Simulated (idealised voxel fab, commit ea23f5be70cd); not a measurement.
process module | voxel gate over fins
cross-section cut | 265 nm wide | cells 5 nm
A cross-section is a grid of square cells, given in bands from the top down. A band is one or more rows of cells.
Each band's line starts with the height of the band's top and of its bottom, in nm. Then come its materials from left to right, each with its width in nm. One material with "throughout" fills the band from edge to edge. "air" is empty space.
Height 0 is the level under which the wafer as received is all one material. The lowest band goes on downwards, as in "0 down".
A width such as "30 to 40" changes by the same amount from each row of cells to the next, from the band's top row to its bottom row.
"no change" after a step means that no cell of the cross-section changed.
closed voids: empty space of 8 cells or more with no open way to the top, each as width x height at its distance from the left edge, in nm
after a step's settings: what the simulator itself notes on the step
overlay nm, on a step with a mask: how far to the right of its planned place the mask lay; to the left if negative
plan
1 op RECEIVE | material Si
2 op CONFORMAL_DEP | material SiN | thk nm 10
3 op MASKED_ETCH | tone cover | mask id FINS | width nm 15 | pitch nm 60 | etch materials SiN | depth nm 10 | overlay nm 0
4 op MASKED_ETCH | tone cover | mask id FINS | width nm 15 | pitch nm 60 | etch materials Si | depth nm 40 | overlay nm 0
5 op OXIDIZE | depth nm 5
6 op FILL_DEP | material SiO2 | thk nm 5
7 op CMP | height nm 10
8 op MASKED_ETCH | tone open | mask id RAIL | width nm 15 | etch materials SiO2 | depth nm 45 | overlay nm 0
9 op CONFORMAL_DEP | material TiN | thk nm 5
10 op FILL_DEP | material Ru | thk nm 10
11 op CMP | height nm 10
12 op SELECTIVE_ETCH | etch materials W Ru TiN | depth nm 30
13 op FILL_DEP | material SiO2 | thk nm 5
14 op CMP | height nm 10
15 op SELECTIVE_ETCH | etch materials SiO2 | depth nm 20
16 op STRIP | etch materials SiN
17 op CONFORMAL_DEP | material HfO2 | thk nm 5
18 op CONFORMAL_DEP | material TiN | thk nm 5
19 op CONFORMAL_DEP | material TiAl | thk nm 5
20 op CONFORMAL_DEP | material TiN | thk nm 5
21 op FILL_DEP | material W | thk nm 10
22 op CMP | height nm 25
23 op CONFORMAL_DEP | material SiCN | thk nm 10
first wafer, as planned
as received, after step 1
  0 down: Si throughout
  closed voids: none
after step 2
  10 to 0: SiN throughout
  below 0: unchanged
after step 3
  10 to 0: air 35 | SiN 15 | air 45 | SiN 15 | air 45 | SiN 15 | air 45 | SiN 15 | air 35
  below 0: unchanged
after step 4
  10 to 0: air 35 | SiN 15 | air 45 | SiN 15 | air 45 | SiN 15 | air 45 | SiN 15 | air 35
  0 to -40: air 35 | Si 15 | air 45 | Si 15 | air 45 | Si 15 | air 45 | Si 15 | air 35
  below -40: unchanged
after step 5
  10 to 0: air 35 | SiN 15 | air 45 | SiN 15 | air 45 | SiN 15 | air 45 | SiN 15 | air 35
  0 to -40: air 35 | SiO2 5 | Si 5 | SiO2 5 | air 45 | SiO2 5 | Si 5 | SiO2 5 | air 45 | SiO2 5 | Si 5 | SiO2 5 | air 45 | SiO2 5 | Si 5 | SiO2 5 | air 35
  -40 to -45: SiO2 40 | Si 5 | SiO2 55 | Si 5 | SiO2 55 | Si 5 | SiO2 55 | Si 5 | SiO2 40
  below -45: unchanged
after step 6
  15 to 10: SiO2 throughout
  10 to 0: SiO2 35 | SiN 15 | SiO2 45 | SiN 15 | SiO2 45 | SiN 15 | SiO2 45 | SiN 15 | SiO2 35
  0 to -45: SiO2 40 | Si 5 | SiO2 55 | Si 5 | SiO2 55 | Si 5 | SiO2 55 | Si 5 | SiO2 40
  below -45: unchanged
after step 7
  10 to 0: SiO2 35 | SiN 15 | SiO2 45 | SiN 15 | SiO2 45 | SiN 15 | SiO2 45 | SiN 15 | SiO2 35
  below 0: unchanged
after step 8
  10 to 0: SiO2 35 | SiN 15 | SiO2 15 | air 15 | SiO2 15 | SiN 15 | SiO2 45 | SiN 15 | SiO2 45 | SiN 15 | SiO2 35
  0 to -35: SiO2 40 | Si 5 | SiO2 20 | air 15 | SiO2 20 | Si 5 | SiO2 55 | Si 5 | SiO2 55 | Si 5 | SiO2 40
  below -35: unchanged
after step 9
  15 to 10: TiN 70 | air 5 | TiN 190
  10 to 0: SiO2 35 | SiN 15 | SiO2 15 | TiN 5 | air 5 | TiN 5 | SiO2 15 | SiN 15 | SiO2 45 | SiN 15 | SiO2 45 | SiN 15 | SiO2 35
  0 to -30: SiO2 40 | Si 5 | SiO2 20 | TiN 5 | air 5 | TiN 5 | SiO2 20 | Si 5 | SiO2 55 | Si 5 | SiO2 55 | Si 5 | SiO2 40
  -30 to -35: SiO2 40 | Si 5 | SiO2 20 | TiN 15 | SiO2 20 | Si 5 | SiO2 55 | Si 5 | SiO2 55 | Si 5 | SiO2 40
  below -35: unchanged
after step 10
  25 to 15: Ru throughout
  15 to 10: TiN 70 | Ru 5 | TiN 190
  10 to 0: SiO2 35 | SiN 15 | SiO2 15 | TiN 5 | Ru 5 | TiN 5 | SiO2 15 | SiN 15 | SiO2 45 | SiN 15 | SiO2 45 | SiN 15 | SiO2 35
  0 to -30: SiO2 40 | Si 5 | SiO2 20 | TiN 5 | Ru 5 | TiN 5 | SiO2 20 | Si 5 | SiO2 55 | Si 5 | SiO2 55 | Si 5 | SiO2 40
  below -30: unchanged
after step 11
  10 to 0: SiO2 35 | SiN 15 | SiO2 15 | TiN 5 | Ru 5 | TiN 5 | SiO2 15 | SiN 15 | SiO2 45 | SiN 15 | SiO2 45 | SiN 15 | SiO2 35
  below 0: unchanged
after step 12
  10 to 0: SiO2 35 | SiN 15 | SiO2 15 | air 15 | SiO2 15 | SiN 15 | SiO2 45 | SiN 15 | SiO2 45 | SiN 15 | SiO2 35
  0 to -20: SiO2 40 | Si 5 | SiO2 20 | air 15 | SiO2 20 | Si 5 | SiO2 55 | Si 5 | SiO2 55 | Si 5 | SiO2 40
  below -20: unchanged
after step 13
  15 to 10: SiO2 throughout
  10 to 0: SiO2 35 | SiN 15 | SiO2 45 | SiN 15 | SiO2 45 | SiN 15 | SiO2 45 | SiN 15 | SiO2 35
  0 to -20: SiO2 40 | Si 5 | SiO2 55 | Si 5 | SiO2 55 | Si 5 | SiO2 55 | Si 5 | SiO2 40
  below -20: unchanged
after step 14
  10 to 0: SiO2 35 | SiN 15 | SiO2 45 | SiN 15 | SiO2 45 | SiN 15 | SiO2 45 | SiN 15 | SiO2 35
  below 0: unchanged
after step 15
  10 to 0: air 35 | SiN 15 | air 45 | SiN 15 | air 45 | SiN 15 | air 45 | SiN 15 | air 35
  0 to -10: air 40 | Si 5 | air 55 | Si 5 | air 55 | Si 5 | air 55 | Si 5 | air 40
  below -10: unchanged
after step 16
  0 to -10: air 40 | Si 5 | air 55 | Si 5 | air 55 | Si 5 | air 55 | Si 5 | air 40
  below -10: unchanged
after step 17
  5 to 0: air 35 | HfO2 15 | air 45 | HfO2 15 | air 45 | HfO2 15 | air 45 | HfO2 15 | air 35
  0 to -5: air 35 | HfO2 5 | Si 5 | HfO2 5 | air 45 | HfO2 5 | Si 5 | HfO2 5 | air 45 | HfO2 5 | Si 5 | HfO2 5 | air 45 | HfO2 5 | Si 5 | HfO2 5 | air 35
  -5 to -10: HfO2 40 | Si 5 | HfO2 55 | Si 5 | HfO2 55 | Si 5 | HfO2 55 | Si 5 | HfO2 40
  below -10: unchanged
after step 18
  10 to 5: air 30 | TiN 25 | air 35 | TiN 25 | air 35 | TiN 25 | air 35 | TiN 25 | air 30
  5 to 0: air 30 | TiN 5 | HfO2 15 | TiN 5 | air 35 | TiN 5 | HfO2 15 | TiN 5 | air 35 | TiN 5 | HfO2 15 | TiN 5 | air 35 | TiN 5 | HfO2 15 | TiN 5 | air 30
  0 to -5: TiN 35 | HfO2 5 | Si 5 | HfO2 5 | TiN 45 | HfO2 5 | Si 5 | HfO2 5 | TiN 45 | HfO2 5 | Si 5 | HfO2 5 | TiN 45 | HfO2 5 | Si 5 | HfO2 5 | TiN 35
  below -5: unchanged
after step 19
  15 to 10: air 25 | TiAl 35 | air 25 | TiAl 35 | air 25 | TiAl 35 | air 25 | TiAl 35 | air 25
  10 to 5: air 25 | TiAl 5 | TiN 25 | TiAl 5 | air 25 | TiAl 5 | TiN 25 | TiAl 5 | air 25 | TiAl 5 | TiN 25 | TiAl 5 | air 25 | TiAl 5 | TiN 25 | TiAl 5 | air 25
  5 to 0: TiAl 30 | TiN 5 | HfO2 15 | TiN 5 | TiAl 35 | TiN 5 | HfO2 15 | TiN 5 | TiAl 35 | TiN 5 | HfO2 15 | TiN 5 | TiAl 35 | TiN 5 | HfO2 15 | TiN 5 | TiAl 30
  below 0: unchanged
after step 20
  20 to 15: air 20 | TiN 45 | air 15 | TiN 45 | air 15 | TiN 45 | air 15 | TiN 45 | air 20
  15 to 10: air 20 | TiN 5 | TiAl 35 | TiN 5 | air 15 | TiN 5 | TiAl 35 | TiN 5 | air 15 | TiN 5 | TiAl 35 | TiN 5 | air 15 | TiN 5 | TiAl 35 | TiN 5 | air 20
  10 to 5: TiN 25 | TiAl 5 | TiN 25 | TiAl 5 | TiN 25 | TiAl 5 | TiN 25 | TiAl 5 | TiN 25 | TiAl 5 | TiN 25 | TiAl 5 | TiN 25 | TiAl 5 | TiN 25 | TiAl 5 | TiN 25
  below 5: unchanged
after step 21
  30 to 20: W throughout
  20 to 15: W 20 | TiN 45 | W 15 | TiN 45 | W 15 | TiN 45 | W 15 | TiN 45 | W 20
  15 to 10: W 20 | TiN 5 | TiAl 35 | TiN 5 | W 15 | TiN 5 | TiAl 35 | TiN 5 | W 15 | TiN 5 | TiAl 35 | TiN 5 | W 15 | TiN 5 | TiAl 35 | TiN 5 | W 20
  below 10: unchanged
after step 22
  25 to 20: W throughout
  below 20: unchanged
after step 23
  35 to 25: SiCN throughout
  below 25: unchanged
second wafer: like start, like plan, one mistake. Through step 16 it matches the first wafer
when step 17 should have ended
  15 to 5: air 25 | HfO2 35 | air 25 | HfO2 35 | air 25 | HfO2 35 | air 25 | HfO2 35 | air 25
  5 to 0: HfO2 throughout
  0 to -10: HfO2 40 | Si 5 | HfO2 55 | Si 5 | HfO2 55 | Si 5 | HfO2 55 | Si 5 | HfO2 40
  below -10: unchanged
when step 18 should have ended
  20 to 15: air 20 | TiN 45 | air 15 | TiN 45 | air 15 | TiN 45 | air 15 | TiN 45 | air 20
  15 to 10: air 20 | TiN 5 | HfO2 35 | TiN 5 | air 15 | TiN 5 | HfO2 35 | TiN 5 | air 15 | TiN 5 | HfO2 35 | TiN 5 | air 15 | TiN 5 | HfO2 35 | TiN 5 | air 20
  10 to 5: TiN 25 | HfO2 35 | TiN 25 | HfO2 35 | TiN 25 | HfO2 35 | TiN 25 | HfO2 35 | TiN 25
  below 5: unchanged
when step 19 should have ended
  25 to 20: air 15 | TiAl 55 | air 5 | TiAl 55 | air 5 | TiAl 55 | air 5 | TiAl 55 | air 15
  20 to 15: air 15 | TiAl 5 | TiN 45 | TiAl 5 | air 5 | TiAl 5 | TiN 45 | TiAl 5 | air 5 | TiAl 5 | TiN 45 | TiAl 5 | air 5 | TiAl 5 | TiN 45 | TiAl 5 | air 15
  15 to 10: TiAl 20 | TiN 5 | HfO2 35 | TiN 5 | TiAl 15 | TiN 5 | HfO2 35 | TiN 5 | TiAl 15 | TiN 5 | HfO2 35 | TiN 5 | TiAl 15 | TiN 5 | HfO2 35 | TiN 5 | TiAl 20
  below 10: unchanged
when step 20 should have ended
  30 to 25: air 10 | TiN 245 | air 10
  25 to 20: air 10 | TiN 5 | TiAl 55 | TiN 5 | TiAl 55 | TiN 5 | TiAl 55 | TiN 5 | TiAl 55 | TiN 5 | air 10
  20 to 15: TiN 15 | TiAl 5 | TiN 45 | TiAl 5 | TiN 5 | TiAl 5 | TiN 45 | TiAl 5 | TiN 5 | TiAl 5 | TiN 45 | TiAl 5 | TiN 5 | TiAl 5 | TiN 45 | TiAl 5 | TiN 15
  below 15: unchanged
when step 21 should have ended
  40 to 30: W throughout
  30 to 25: W 10 | TiN 245 | W 10
  25 to 20: W 10 | TiN 5 | TiAl 55 | TiN 5 | TiAl 55 | TiN 5 | TiAl 55 | TiN 5 | TiAl 55 | TiN 5 | W 10
  below 20: unchanged
when step 22 should have ended
  25 to 20: W 10 | TiN 5 | TiAl 55 | TiN 5 | TiAl 55 | TiN 5 | TiAl 55 | TiN 5 | TiAl 55 | TiN 5 | W 10
  below 20: unchanged
when step 23 should have ended
  35 to 25: SiCN throughout
  below 25: unchanged
what went wrong: step 17 ran as: op CONFORMAL_DEP | material HfO2 | thk nm 15
at the end the second wafer has, in cells: 138 more of HfO2 | 55 fewer of TiN | 83 fewer of W
